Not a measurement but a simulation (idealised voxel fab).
process module | voxel local oxidation
The width of the displayed cross-section, cut, is 165 nm; its cells are square, with a size of 5 nm.
Throughout this document, each cross-section is represented as a grid of square cells and is presented as a sequence of bands enumerated from the top downward, where a band comprises one or more rows of cells.
Top, bottom (nm), then materials left to right with widths (nm); lone material tagged "throughout" fills the whole band edge to edge; "air" = empty space.
Below 0: as-received wafer, all one material; heights counted from there. Lowest band: no bottom, goes on down, written "0 down".
So if you see something like "30..40" for the width, read it as the top row of the band sitting at the first number and the bottom row at the second, with every row in between moving by the same amount as the last.
The cross-section has no changed cell in any step marked "all unchanged".
"Voids, fully enclosed" specifies each empty space that is not open to the top and that occupies no fewer than 8 cells, using the form width x height at distance, the distance measured from the left edge and all three quantities in nm.
It should be noted that, on the line of a given step, the content following the step's settings is a remark produced by the simulator itself with respect to that step.
On any step carrying a mask, the "overlay nm" setting, if present on the step's line, tells how far right of its planned place the mask lay; negative values point to the left.

Process steps foreseen in the plan
1 RECEIVE | material Si
2 OXIDIZE | depth nm 5
3 CONFORMAL_DEP | material SiN | thk nm 10
4 PATTERN | tone cover | mask id ACTIVE | material resist | width nm 105 | thk nm 15 | overlay nm -15
5 DIRECTIONAL_ETCH | etch materials SiN | depth nm 10
6 STRIP | etch materials resist
7 SELECTIVE_ETCH | etch materials SiO2 | depth nm 5
8 OXIDIZE | depth nm 15
9 STRIP | etch materials SiN
All wafers enter the flow in the same state. The overlay nm at step 4 differs from wafer to wafer, and the plan gives the value for the first wafer.

Cross-section of the first of several wafers on receipt, reflecting completion of step 1
  0 down = Si throughout
  Voids, fully enclosed: none

The first of several wafers, seen in cross-section after the module's last step, step 9
  0 to -5 = air (20), then SiO2 (95), then air (50)
  -5 to -20 = SiO2 (35), then Si (65), then SiO2 (65)
  -20 down = Si throughout
  Voids, fully enclosed: none

Here we cross-sectioned the last of the wafers once the module was done
  0 to -5 = air (50), then SiO2 (95), then air (20)
  -5 to -20 = SiO2 (65), then Si (65), then SiO2 (35)
  -20 down = Si throughout
  Voids, fully enclosed: none

The table below has one row for each wafer; a row shows, as of the end of the module, how many cells of each material the wafer has gained, marked (+), or lost, marked (-), since it was received, and then the wafer's closed voids
overlay nm -15, -93 Si, +79 SiO2, Voids, fully enclosed: none
overlay nm -10, -93 Si, +79 SiO2, Voids, fully enclosed: none
overlay nm -5, -93 Si, +79 SiO2, Voids, fully enclosed: none
overlay nm 0, -93 Si, +79 SiO2, Voids, fully enclosed: none
overlay nm 5, -93 Si, +79 SiO2, Voids, fully enclosed: none
overlay nm 10, -93 Si, +79 SiO2, Voids, fully enclosed: none
overlay nm 15, -93 Si, +79 SiO2, Voids, fully enclosed: none
